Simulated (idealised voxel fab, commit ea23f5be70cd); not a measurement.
voxel gate over fins: a process module
Pictured: cross-section cut, 210 nm wide, on a grid of 5 nm square cells.
How to read a cross-section here: the picture is a grid of square cells, written as bands going from the top down, and any band can span one or more rows of cells. The band entry comprises the height of the band's top followed by the height of its bottom, expressed in nm, and subsequently the band's materials from left to right, each stated together with its width in nm. Where a single material is marked with the word "throughout", that material fills the band from edge to edge. The word "air" represents empty space. Basically, 0 is our baseline, since under it the wafer straight out of the box is all one material. The bottom band has no lower end and keeps on going down, so it looks like "0 -> down". A width such as "30->40" changes by the same amount from each row of cells to the next, from the band's top row to its bottom row. Basically "nothing was modified" means that step didn't change any cell in the cross-section. You'll see "Sealed void inventory" listing empty spaces that have no way open to the top, as long as they're 8 cells or more; the notation is width x height at distance, where the distance is from the left edge, and all of it is in nm. Step line, after settings: the simulator's comment on this step. A step's line can hold "overlay nm"; with a mask on that step, the setting says how far right of the planned place the mask lay, while a negative setting says it lay to the left.

**The following list gives the planned process steps**
step 1: RECEIVE with material Si
step 2: CONFORMAL_DEP with material SiN, thk nm 5
step 3: DIRECTIONAL_DEP with material aC, thk nm 10
step 4: PATTERN with tone cover, mask id FINS, material resist, width nm 15, pitch nm 45, thk nm 30, overlay nm 0
step 5: DIRECTIONAL_ETCH with etch materials aC, depth nm 10
step 6: STRIP with etch materials resist
step 7: DIRECTIONAL_ETCH with etch materials SiN, depth nm 5
step 8: DIRECTIONAL_ETCH with etch materials Si, depth nm 35
step 9: STRIP with etch materials aC
step 10: OXIDIZE with depth nm 5
step 11: FILL_DEP with material SiO2, thk nm 15
step 12: CMP with height nm 5
step 13: SELECTIVE_ETCH with etch materials SiO2, depth nm 20
step 14: STRIP with etch materials SiN
step 15: CONFORMAL_DEP with material HfO2, thk nm 5
step 16: CONFORMAL_DEP with material TiN, thk nm 5
step 17: FILL_DEP with material W, thk nm 10
step 18: CMP with height nm 15
step 19: CONFORMAL_DEP with material SiN, thk nm 10

**The first of the two wafers, which ran as planned**

**Cross-sectional view of the wafer in its as-received condition, corresponding to the state after step 1**
    0 -> down  Si throughout
    Sealed void inventory: none

**How the wafer stands in section after step 2**
    5 -> 0  SiN throughout
    Beneath the level 0, the cross-section is identical to its previous state.

**How the wafer stands in section after step 3**
    15 -> 5  aC throughout
    Beneath the level 5, the cross-section is identical to its previous state.

**How the wafer stands in section after step 4**
    45 -> 15  air (50)  resist (15)  air (30)  resist (15)  air (30)  resist (15)  air (55)
    Beneath the level 15, the cross-section is identical to its previous state.

**How the wafer stands in section after step 5**
    35 -> 15  air (50)  resist (15)  air (30)  resist (15)  air (30)  resist (15)  air (55)
    15 -> 5  air (50)  aC (15)  air (30)  aC (15)  air (30)  aC (15)  air (55)
    Beneath the level 5, the cross-section is identical to its previous state.

**How the wafer stands in section after step 6**
    15 -> 5  air (50)  aC (15)  air (30)  aC (15)  air (30)  aC (15)  air (55)
    Beneath the level 5, the cross-section is identical to its previous state.

**How the wafer stands in section after step 7**
    15 -> 5  air (50)  aC (15)  air (30)  aC (15)  air (30)  aC (15)  air (55)
    5 -> 0  air (50)  SiN (15)  air (30)  SiN (15)  air (30)  SiN (15)  air (55)
    Beneath the level 0, the cross-section is identical to its previous state.

**How the wafer stands in section after step 8**
    15 -> 5  air (50)  aC (15)  air (30)  aC (15)  air (30)  aC (15)  air (55)
    5 -> 0  air (50)  SiN (15)  air (30)  SiN (15)  air (30)  SiN (15)  air (55)
    0 -> -35  air (50)  Si (15)  air (30)  Si (15)  air (30)  Si (15)  air (55)
    Beneath the level -35, the cross-section is identical to its previous state.

**How the wafer stands in section after step 9**
    5 -> 0  air (50)  SiN (15)  air (30)  SiN (15)  air (30)  SiN (15)  air (55)
    Beneath the level 0, the cross-section is identical to its previous state.

**How the wafer stands in section after step 10**
    5 -> 0  air (50)  SiN (15)  air (30)  SiN (15)  air (30)  SiN (15)  air (55)
    0 -> -35  air (50)  SiO2 (5)  Si (5)  SiO2 (5)  air (30)  SiO2 (5)  Si (5)  SiO2 (5)  air (30)  SiO2 (5)  Si (5)  SiO2 (5)  air (55)
    -35 -> -40  SiO2 (55)  Si (5)  SiO2 (40)  Si (5)  SiO2 (40)  Si (5)  SiO2 (60)
    Beneath the level -40, the cross-section is identical to its previous state.

**How the wafer stands in section after step 11**
    20 -> 5  SiO2 throughout
    5 -> 0  SiO2 (50)  SiN (15)  SiO2 (30)  SiN (15)  SiO2 (30)  SiN (15)  SiO2 (55)
    0 -> -40  SiO2 (55)  Si (5)  SiO2 (40)  Si (5)  SiO2 (40)  Si (5)  SiO2 (60)
    Beneath the level -40, the cross-section is identical to its previous state.

**How the wafer stands in section after step 12**
    5 -> 0  SiO2 (50)  SiN (15)  SiO2 (30)  SiN (15)  SiO2 (30)  SiN (15)  SiO2 (55)
    Beneath the level 0, the cross-section is identical to its previous state.

**How the wafer stands in section after step 13**
    5 -> 0  air (50)  SiN (15)  air (30)  SiN (15)  air (30)  SiN (15)  air (55)
    0 -> -15  air (55)  Si (5)  air (40)  Si (5)  air (40)  Si (5)  air (60)
    Beneath the level -15, the cross-section is identical to its previous state.

**How the wafer stands in section after step 14**
    0 -> -15  air (55)  Si (5)  air (40)  Si (5)  air (40)  Si (5)  air (60)
    Beneath the level -15, the cross-section is identical to its previous state.

**How the wafer stands in section after step 15**
    5 -> 0  air (50)  HfO2 (15)  air (30)  HfO2 (15)  air (30)  HfO2 (15)  air (55)
    0 -> -10  air (50)  HfO2 (5)  Si (5)  HfO2 (5)  air (30)  HfO2 (5)  Si (5)  HfO2 (5)  air (30)  HfO2 (5)  Si (5)  HfO2 (5)  air (55)
    -10 -> -15  HfO2 (55)  Si (5)  HfO2 (40)  Si (5)  HfO2 (40)  Si (5)  HfO2 (60)
    Beneath the level -15, the cross-section is identical to its previous state.

**How the wafer stands in section after step 16**
    10 -> 5  air (45)  TiN (25)  air (20)  TiN (25)  air (20)  TiN (25)  air (50)
    5 -> 0  air (45)  TiN (5)  HfO2 (15)  TiN (5)  air (20)  TiN (5)  HfO2 (15)  TiN (5)  air (20)  TiN (5)  HfO2 (15)  TiN (5)  air (50)
    0 -> -5  air (45)  TiN (5)  HfO2 (5)  Si (5)  HfO2 (5)  TiN (5)  air (20)  TiN (5)  HfO2 (5)  Si (5)  HfO2 (5)  TiN (5)  air (20)  TiN (5)  HfO2 (5)  Si (5)  HfO2 (5)  TiN (5)  air (50)
    -5 -> -10  TiN (50)  HfO2 (5)  Si (5)  HfO2 (5)  TiN (30)  HfO2 (5)  Si (5)  HfO2 (5)  TiN (30)  HfO2 (5)  Si (5)  HfO2 (5)  TiN (55)
    Beneath the level -10, the cross-section is identical to its previous state.

**How the wafer stands in section after step 17**
    20 -> 10  W throughout
    10 -> 5  W (45)  TiN (25)  W (20)  TiN (25)  W (20)  TiN (25)  W (50)
    5 -> 0  W (45)  TiN (5)  HfO2 (15)  TiN (5)  W (20)  TiN (5)  HfO2 (15)  TiN (5)  W (20)  TiN (5)  HfO2 (15)  TiN (5)  W (50)
    0 -> -5  W (45)  TiN (5)  HfO2 (5)  Si (5)  HfO2 (5)  TiN (5)  W (20)  TiN (5)  HfO2 (5)  Si (5)  HfO2 (5)  TiN (5)  W (20)  TiN (5)  HfO2 (5)  Si (5)  HfO2 (5)  TiN (5)  W (50)
    Beneath the level -5, the cross-section is identical to its previous state.

**How the wafer stands in section after step 18**
    15 -> 10  W throughout
    Beneath the level 10, the cross-section is identical to its previous state.

**How the wafer stands in section after step 19**
    25 -> 15  SiN throughout
    Beneath the level 15, the cross-section is identical to its previous state.

**Second wafer, same starting conditions and recipe as the first, one mistake in executing it, nothing differs from the first up to and including step 3**

**The second wafer in cross-section, at the planned close of step 4**
    45 -> 15  air (40)  resist (15)  air (30)  resist (15)  air (30)  resist (15)  air (65)
    Beneath the level 15, the cross-section is identical to its previous state.

**The second wafer in cross-section, at the planned close of step 5**
    35 -> 15  air (40)  resist (15)  air (30)  resist (15)  air (30)  resist (15)  air (65)
    15 -> 5  air (40)  aC (15)  air (30)  aC (15)  air (30)  aC (15)  air (65)
    Beneath the level 5, the cross-section is identical to its previous state.

**The second wafer in cross-section, at the planned close of step 6**
    15 -> 5  air (40)  aC (15)  air (30)  aC (15)  air (30)  aC (15)  air (65)
    Beneath the level 5, the cross-section is identical to its previous state.

**The second wafer in cross-section, at the planned close of step 7**
    15 -> 5  air (40)  aC (15)  air (30)  aC (15)  air (30)  aC (15)  air (65)
    5 -> 0  air (40)  SiN (15)  air (30)  SiN (15)  air (30)  SiN (15)  air (65)
    Beneath the level 0, the cross-section is identical to its previous state.

**The second wafer in cross-section, at the planned close of step 8**
    15 -> 5  air (40)  aC (15)  air (30)  aC (15)  air (30)  aC (15)  air (65)
    5 -> 0  air (40)  SiN (15)  air (30)  SiN (15)  air (30)  SiN (15)  air (65)
    0 -> -35  air (40)  Si (15)  air (30)  Si (15)  air (30)  Si (15)  air (65)
    Beneath the level -35, the cross-section is identical to its previous state.

**The second wafer in cross-section, at the planned close of step 9**
    5 -> 0  air (40)  SiN (15)  air (30)  SiN (15)  air (30)  SiN (15)  air (65)
    Beneath the level 0, the cross-section is identical to its previous state.

**The second wafer in cross-section, at the planned close of step 10**
    5 -> 0  air (40)  SiN (15)  air (30)  SiN (15)  air (30)  SiN (15)  air (65)
    0 -> -35  air (40)  SiO2 (5)  Si (5)  SiO2 (5)  air (30)  SiO2 (5)  Si (5)  SiO2 (5)  air (30)  SiO2 (5)  Si (5)  SiO2 (5)  air (65)
    -35 -> -40  SiO2 (45)  Si (5)  SiO2 (40)  Si (5)  SiO2 (40)  Si (5)  SiO2 (70)
    Beneath the level -40, the cross-section is identical to its previous state.

**The second wafer in cross-section, at the planned close of step 11**
    20 -> 5  SiO2 throughout
    5 -> 0  SiO2 (40)  SiN (15)  SiO2 (30)  SiN (15)  SiO2 (30)  SiN (15)  SiO2 (65)
    0 -> -40  SiO2 (45)  Si (5)  SiO2 (40)  Si (5)  SiO2 (40)  Si (5)  SiO2 (70)
    Beneath the level -40, the cross-section is identical to its previous state.

**The second wafer in cross-section, at the planned close of step 12**
    5 -> 0  SiO2 (40)  SiN (15)  SiO2 (30)  SiN (15)  SiO2 (30)  SiN (15)  SiO2 (65)
    Beneath the level 0, the cross-section is identical to its previous state.

**The second wafer in cross-section, at the planned close of step 13**
    5 -> 0  air (40)  SiN (15)  air (30)  SiN (15)  air (30)  SiN (15)  air (65)
    0 -> -15  air (45)  Si (5)  air (40)  Si (5)  air (40)  Si (5)  air (70)
    Beneath the level -15, the cross-section is identical to its previous state.

**The second wafer in cross-section, at the planned close of step 14**
    0 -> -15  air (45)  Si (5)  air (40)  Si (5)  air (40)  Si (5)  air (70)
    Beneath the level -15, the cross-section is identical to its previous state.

**The second wafer in cross-section, at the planned close of step 15**
    5 -> 0  air (40)  HfO2 (15)  air (30)  HfO2 (15)  air (30)  HfO2 (15)  air (65)
    0 -> -10  air (40)  HfO2 (5)  Si (5)  HfO2 (5)  air (30)  HfO2 (5)  Si (5)  HfO2 (5)  air (30)  HfO2 (5)  Si (5)  HfO2 (5)  air (65)
    -10 -> -15  HfO2 (45)  Si (5)  HfO2 (40)  Si (5)  HfO2 (40)  Si (5)  HfO2 (70)
    Beneath the level -15, the cross-section is identical to its previous state.

**The second wafer in cross-section, at the planned close of step 16**
    10 -> 5  air (35)  TiN (25)  air (20)  TiN (25)  air (20)  TiN (25)  air (60)
    5 -> 0  air (35)  TiN (5)  HfO2 (15)  TiN (5)  air (20)  TiN (5)  HfO2 (15)  TiN (5)  air (20)  TiN (5)  HfO2 (15)  TiN (5)  air (60)
    0 -> -5  air (35)  TiN (5)  HfO2 (5)  Si (5)  HfO2 (5)  TiN (5)  air (20)  TiN (5)  HfO2 (5)  Si (5)  HfO2 (5)  TiN (5)  air (20)  TiN (5)  HfO2 (5)  Si (5)  HfO2 (5)  TiN (5)  air (60)
    -5 -> -10  TiN (40)  HfO2 (5)  Si (5)  HfO2 (5)  TiN (30)  HfO2 (5)  Si (5)  HfO2 (5)  TiN (30)  HfO2 (5)  Si (5)  HfO2 (5)  TiN (65)
    Beneath the level -10, the cross-section is identical to its previous state.

**The second wafer in cross-section, at the planned close of step 17**
    20 -> 10  W throughout
    10 -> 5  W (35)  TiN (25)  W (20)  TiN (25)  W (20)  TiN (25)  W (60)
    5 -> 0  W (35)  TiN (5)  HfO2 (15)  TiN (5)  W (20)  TiN (5)  HfO2 (15)  TiN (5)  W (20)  TiN (5)  HfO2 (15)  TiN (5)  W (60)
    0 -> -5  W (35)  TiN (5)  HfO2 (5)  Si (5)  HfO2 (5)  TiN (5)  W (20)  TiN (5)  HfO2 (5)  Si (5)  HfO2 (5)  TiN (5)  W (20)  TiN (5)  HfO2 (5)  Si (5)  HfO2 (5)  TiN (5)  W (60)
    Beneath the level -5, the cross-section is identical to its previous state.

**The second wafer in cross-section, at the planned close of step 18**
    15 -> 10  W throughout
    Beneath the level 10, the cross-section is identical to its previous state.

**The second wafer in cross-section, at the planned close of step 19**
    25 -> 15  SiN throughout
    Beneath the level 15, the cross-section is identical to its previous state.
What was the processing mistake? step 4 went in with a setting other than planned; the actual run was PATTERN with tone cover, mask id FINS, material resist, width nm 15, pitch nm 45, thk nm 30, overlay nm -10
Tallied in cells, the final second wafer holds each material in the same quantity as the first, although not at the same places.
